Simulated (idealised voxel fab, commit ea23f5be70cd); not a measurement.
The process module that follows is named voxel ribs on slabs.
Cross-section cut spans 285 nm and uses square cells 5 nm in size.
Cross-section = grid of square cells, listed top down in bands; band = one or more rows. Band: top and bottom heights (nm) first, top before bottom; then materials from left to right, widths in nm. "full width" marks a sole material filling the band edge to edge. "air" denotes empty space. Counting heights begins at 0, where everything beneath is, in the wafer as received, one material. The lowest band has no bottom; it goes on downwards, as "0 and below" shows. Width "30 to 40": first value at the band's top row of cells, second value at its bottom row, equal change from row to row. Take "everything unchanged" at face value: in the step it is given for, the cross-section changed in none of its cells. For the entry "Internal closed voids", the listed items are empty spaces with no open way to the top whose size is 8 cells or more; each item follows the pattern width x height at distance, where distance is from the left edge and all three are in nm. Post-settings text on a step line: simulator's own remark regarding the step. "overlay nm" denotes, for a step that has a mask, the displacement of the mask to the right of its planned place, with negative values corresponding to the left.
Set out below are the planned steps of the process:
1: RECEIVE: material Si
2: DIRECTIONAL_DEP: material SiO2, thk nm 25
3: DIRECTIONAL_DEP: material SiN, thk nm 20
4: DIRECTIONAL_DEP: material aC, thk nm 10
5: PATTERN: tone cover, mask id RIB, material resist, width nm 25, thk nm 25, overlay nm 0
6: DIRECTIONAL_ETCH: etch materials aC, depth nm 10
7: STRIP: etch materials resist
8: DIRECTIONAL_ETCH: etch materials SiN, depth nm 5
9: STRIP: etch materials aC
10: DIRECTIONAL_DEP: material aC, thk nm 10
11: PATTERN: tone cover, mask id SLAB, material resist, width nm 55, thk nm 30, overlay nm 0
12: DIRECTIONAL_ETCH: etch materials aC, depth nm 10
13: STRIP: etch materials resist
14: DIRECTIONAL_ETCH: etch materials SiN, depth nm 15
15: STRIP: etch materials aC
16: FILL_DEP: material SiO2, thk nm 15
17: CMP: height nm 55
18: DIRECTIONAL_DEP: material W, thk nm 5
19: PATTERN: tone cover, mask id HEATER, material resist, width nm 35, thk nm 20, overlay nm 0
20: DIRECTIONAL_ETCH: etch materials W, depth nm 5
21: STRIP: etch materials resist
22: CONFORMAL_DEP: material SiO2, thk nm 5
First wafer, as planned:
Wafer at receipt (post step 1), cross-section:
> 0 and below: Si full width
> Internal closed voids: none
Wafer after step 2 (cross-section):
> 25 down to 0: SiO2 full width
> Rest of section, below 0: as before.
Wafer after step 3 (cross-section):
> 45 down to 25: SiN full width
> Rest of section, below 25: as before.
Wafer after step 4 (cross-section):
> 55 down to 45: aC full width
> Rest of section, below 45: as before.
Wafer after step 5 (cross-section):
> 80 down to 55: 130 nm air; 25 nm resist; 130 nm air
> Rest of section, below 55: as before.
Wafer after step 6 (cross-section):
> 70 down to 55: 130 nm air; 25 nm resist; 130 nm air
> 55 down to 45: 130 nm air; 25 nm aC; 130 nm air
> Rest of section, below 45: as before.
Wafer after step 7 (cross-section):
> 55 down to 45: 130 nm air; 25 nm aC; 130 nm air
> Rest of section, below 45: as before.
Wafer after step 8 (cross-section):
> 55 down to 45: 130 nm air; 25 nm aC; 130 nm air
> 45 down to 40: 130 nm air; 25 nm SiN; 130 nm air
> Rest of section, below 40: as before.
Wafer after step 9 (cross-section):
> 45 down to 40: 130 nm air; 25 nm SiN; 130 nm air
> Rest of section, below 40: as before.
Wafer after step 10 (cross-section):
> 55 down to 50: 130 nm air; 25 nm aC; 130 nm air
> 50 down to 45: aC full width
> 45 down to 40: 130 nm aC; 25 nm SiN; 130 nm aC
> Rest of section, below 40: as before.
Wafer after step 11 (cross-section):
> 85 down to 55: 115 nm air; 55 nm resist; 115 nm air
> 55 down to 50: 115 nm air; 15 nm resist; 25 nm aC; 15 nm resist; 115 nm air
> Rest of section, below 50: as before.
Wafer after step 12 (cross-section):
> 75 down to 55: 115 nm air; 55 nm resist; 115 nm air
> 55 down to 50: 115 nm air; 15 nm resist; 25 nm aC; 15 nm resist; 115 nm air
> 50 down to 45: 115 nm air; 55 nm aC; 115 nm air
> 45 down to 40: 115 nm air; 15 nm aC; 25 nm SiN; 15 nm aC; 115 nm air
> Rest of section, below 40: as before.
Wafer after step 13 (cross-section):
> 55 down to 45: 130 to 115 nm air; 25 to 55 nm aC; 130 to 115 nm air
> Rest of section, below 45: as before.
Wafer after step 14 (cross-section):
> 55 down to 45: 130 to 115 nm air; 25 to 55 nm aC; 130 to 115 nm air
> 45 down to 40: 115 nm air; 15 nm aC; 25 nm SiN; 15 nm aC; 115 nm air
> 40 down to 25: 115 nm air; 55 nm SiN; 115 nm air
> Rest of section, below 25: as before.
Wafer after step 15 (cross-section):
> 45 down to 40: 130 nm air; 25 nm SiN; 130 nm air
> Rest of section, below 40: as before.
Wafer after step 16 (cross-section):
> 60 down to 45: SiO2 full width
> 45 down to 40: 130 nm SiO2; 25 nm SiN; 130 nm SiO2
> 40 down to 25: 115 nm SiO2; 55 nm SiN; 115 nm SiO2
> Rest of section, below 25: as before.
Wafer after step 17 (cross-section):
> 55 down to 45: SiO2 full width
> Rest of section, below 45: as before.
Wafer after step 18 (cross-section):
> 60 down to 55: W full width
> Rest of section, below 55: as before.
Wafer after step 19 (cross-section):
> 80 down to 60: 125 nm air; 35 nm resist; 125 nm air
> Rest of section, below 60: as before.
Wafer after step 20 (cross-section):
> 80 down to 60: 125 nm air; 35 nm resist; 125 nm air
> 60 down to 55: 125 nm air; 35 nm W; 125 nm air
> Rest of section, below 55: as before.
Wafer after step 21 (cross-section):
> 60 down to 55: 125 nm air; 35 nm W; 125 nm air
> Rest of section, below 55: as before.
Wafer after step 22 (cross-section):
> 65 down to 60: 120 nm air; 45 nm SiO2; 120 nm air
> 60 down to 55: 125 nm SiO2; 35 nm W; 125 nm SiO2
> Rest of section, below 55: as before.
Regarding the second of the two wafers: it shared the first wafer's starting condition and process plan, yet one error occurred during its execution. Its history coincides with that of the first wafer up to and including step 2:
The second wafer cut through, at the time step 3 was supposed to be finished:
> 65 down to 25: SiN full width
> Rest of section, below 25: as before.
The second wafer cut through, at the time step 4 was supposed to be finished:
> 75 down to 65: aC full width
> Rest of section, below 65: as before.
The second wafer cut through, at the time step 5 was supposed to be finished:
> 100 down to 75: 130 nm air; 25 nm resist; 130 nm air
> Rest of section, below 75: as before.
The second wafer cut through, at the time step 6 was supposed to be finished:
> 90 down to 75: 130 nm air; 25 nm resist; 130 nm air
> 75 down to 65: 130 nm air; 25 nm aC; 130 nm air
> Rest of section, below 65: as before.
The second wafer cut through, at the time step 7 was supposed to be finished:
> 75 down to 65: 130 nm air; 25 nm aC; 130 nm air
> Rest of section, below 65: as before.
The second wafer cut through, at the time step 8 was supposed to be finished:
> 75 down to 65: 130 nm air; 25 nm aC; 130 nm air
> 65 down to 60: 130 nm air; 25 nm SiN; 130 nm air
> Rest of section, below 60: as before.
The second wafer cut through, at the time step 9 was supposed to be finished:
> 65 down to 60: 130 nm air; 25 nm SiN; 130 nm air
> Rest of section, below 60: as before.
The second wafer cut through, at the time step 10 was supposed to be finished:
> 75 down to 70: 130 nm air; 25 nm aC; 130 nm air
> 70 down to 65: aC full width
> 65 down to 60: 130 nm aC; 25 nm SiN; 130 nm aC
> Rest of section, below 60: as before.
The second wafer cut through, at the time step 11 was supposed to be finished:
> 105 down to 75: 115 nm air; 55 nm resist; 115 nm air
> 75 down to 70: 115 nm air; 15 nm resist; 25 nm aC; 15 nm resist; 115 nm air
> Rest of section, below 70: as before.
The second wafer cut through, at the time step 12 was supposed to be finished:
> 95 down to 75: 115 nm air; 55 nm resist; 115 nm air
> 75 down to 70: 115 nm air; 15 nm resist; 25 nm aC; 15 nm resist; 115 nm air
> 70 down to 65: 115 nm air; 55 nm aC; 115 nm air
> 65 down to 60: 115 nm air; 15 nm aC; 25 nm SiN; 15 nm aC; 115 nm air
> Rest of section, below 60: as before.
The second wafer cut through, at the time step 13 was supposed to be finished:
> 75 down to 65: 130 to 115 nm air; 25 to 55 nm aC; 130 to 115 nm air
> Rest of section, below 65: as before.
The second wafer cut through, at the time step 14 was supposed to be finished:
> 75 down to 65: 130 to 115 nm air; 25 to 55 nm aC; 130 to 115 nm air
> 65 down to 60: 115 nm air; 15 nm aC; 25 nm SiN; 15 nm aC; 115 nm air
> 60 down to 45: 115 nm air; 55 nm SiN; 115 nm air
> Rest of section, below 45: as before.
The second wafer cut through, at the time step 15 was supposed to be finished:
> 65 down to 60: 130 nm air; 25 nm SiN; 130 nm air
> Rest of section, below 60: as before.
The second wafer cut through, at the time step 16 was supposed to be finished:
> 80 down to 65: SiO2 full width
> 65 down to 60: 130 nm SiO2; 25 nm SiN; 130 nm SiO2
> 60 down to 45: 115 nm SiO2; 55 nm SiN; 115 nm SiO2
> Rest of section, below 45: as before.
The second wafer cut through, at the time step 17 was supposed to be finished:
> 55 down to 45: 115 nm SiO2; 55 nm SiN; 115 nm SiO2
> Rest of section, below 45: as before.
The second wafer cut through, at the time step 18 was supposed to be finished:
> 60 down to 55: W full width
> Rest of section, below 55: as before.
The second wafer cut through, at the time step 19 was supposed to be finished:
> 80 down to 60: 125 nm air; 35 nm resist; 125 nm air
> Rest of section, below 60: as before.
The second wafer cut through, at the time step 20 was supposed to be finished:
> 80 down to 60: 125 nm air; 35 nm resist; 125 nm air
> 60 down to 55: 125 nm air; 35 nm W; 125 nm air
> Rest of section, below 55: as before.
The second wafer cut through, at the time step 21 was supposed to be finished:
> 60 down to 55: 125 nm air; 35 nm W; 125 nm air
> Rest of section, below 55: as before.
The second wafer cut through, at the time step 22 was supposed to be finished:
> 65 down to 60: 120 nm air; 45 nm SiO2; 120 nm air
> 60 down to 55: 125 nm SiO2; 35 nm W; 125 nm SiO2
> Rest of section, below 55: as before.
Plan not followed: it should be noted that step 3 of the plan was executed twice
FYI, end of process, the second wafer has more or fewer cells of some materials than the first: +212 SiN; -212 SiO2
